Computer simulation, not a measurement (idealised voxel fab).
The following is a process module called voxel tone inversion.
Cross-sectional view cut (width: 200 nm; square cell size: 5 nm).
In what follows, cross-sections appear as grids of square cells, described through bands that run from the top down, where every band is one or more rows of cells. Per band: top height and bottom height in nm, followed by the left-to-right materials and their widths in nm; "everywhere" marks a single material spanning edge to edge, "empty" marks empty space. Basically, 0 is our baseline, since under it the wafer straight out of the box is all one material. The bottom band has no lower end and keeps on going down, so it looks like "0..down". Per-row width for "30->40": begins at first number (top row of band), ends at second number (bottom row), increment between rows held constant. Any step labelled "nothing changed" changed none of the cells in the cross-section. For the entry "Closed internal cavities", the listed items are empty spaces with no open way to the top whose size is 8 cells or more; each item follows the pattern width x height at distance, where distance is from the left edge and all three are in nm. Post-settings text on a step line: simulator's own remark regarding the step. overlay nm: where the mask lay relative to plan, measured to the right, on steps with a mask; negatives go left.

# Intended process steps
1,RECEIVE (material Si)
2,CONFORMAL_DEP (material SiCN; thk nm 10)
3,DIRECTIONAL_DEP (material polySi; thk nm 15)
4,PATTERN (tone cover; mask id POSTS; material resist; width nm 15; pitch nm 55; thk nm 25; overlay nm 0)
5,DIRECTIONAL_ETCH (etch materials polySi; depth nm 15)
6,STRIP (etch materials resist)
7,FILL_DEP (material lowk; thk nm 5)
8,CMP (height nm 25)
9,STRIP (etch materials polySi)
10,CONFORMAL_DEP (material TiN; thk nm 5)
11,FILL_DEP (material Ru; thk nm 10)
12,CMP (height nm 25)
13,CONFORMAL_DEP (material SiN; thk nm 5)
Don't read the plan's width nm for step 4 as applying to every wafer: that's the first wafer's value, and the wafers differ in it, though they all start identical.

# As-received cross-section, first of several wafers, post step 1
0..down | Si everywhere
Closed internal cavities: none

# First of several wafers, sectioned at end of module (last step: step 13)
30..25 | SiN everywhere
25..15 | lowk 35 nm, then TiN 5 nm, then Ru 5 nm, then TiN 5 nm, then lowk 40 nm, then TiN 5 nm, then Ru 5 nm, then TiN 5 nm, then lowk 40 nm, then TiN 5 nm, then Ru 5 nm, then TiN 5 nm, then lowk 40 nm
15..10 | lowk 35 nm, then TiN 15 nm, then lowk 40 nm, then TiN 15 nm, then lowk 40 nm, then TiN 15 nm, then lowk 40 nm
10..0 | SiCN everywhere
0..down | Si everywhere
Closed internal cavities: none

# Last wafer of the set, cross-sectioned at end of module
30..25 | SiN everywhere
25..15 | lowk 25 nm, then TiN 5 nm, then Ru 30 nm, then TiN 5 nm, then lowk 15 nm, then TiN 5 nm, then Ru 30 nm, then TiN 5 nm, then lowk 15 nm, then TiN 5 nm, then Ru 30 nm, then TiN 5 nm, then lowk 25 nm
15..10 | lowk 25 nm, then TiN 40 nm, then lowk 15 nm, then TiN 40 nm, then lowk 15 nm, then TiN 40 nm, then lowk 25 nm
10..0 | SiCN everywhere
0..down | Si everywhere
Closed internal cavities: none

# Below: a row per wafer. Contents at end of module: for every material, cells gained since receipt (+) or lost since receipt (-); then closed voids
width nm 15; +6 Ru; +80 SiCN; +40 SiN; +21 TiN; +93 lowk; Closed internal cavities: none
width nm 20; +12 Ru; +80 SiCN; +40 SiN; +24 TiN; +84 lowk; Closed internal cavities: none
width nm 25; +18 Ru; +80 SiCN; +40 SiN; +27 TiN; +75 lowk; Closed internal cavities: none
width nm 30; +24 Ru; +80 SiCN; +40 SiN; +30 TiN; +66 lowk; Closed internal cavities: none
width nm 35; +30 Ru; +80 SiCN; +40 SiN; +33 TiN; +57 lowk; Closed internal cavities: none
width nm 40; +36 Ru; +80 SiCN; +40 SiN; +36 TiN; +48 lowk; Closed internal cavities: none
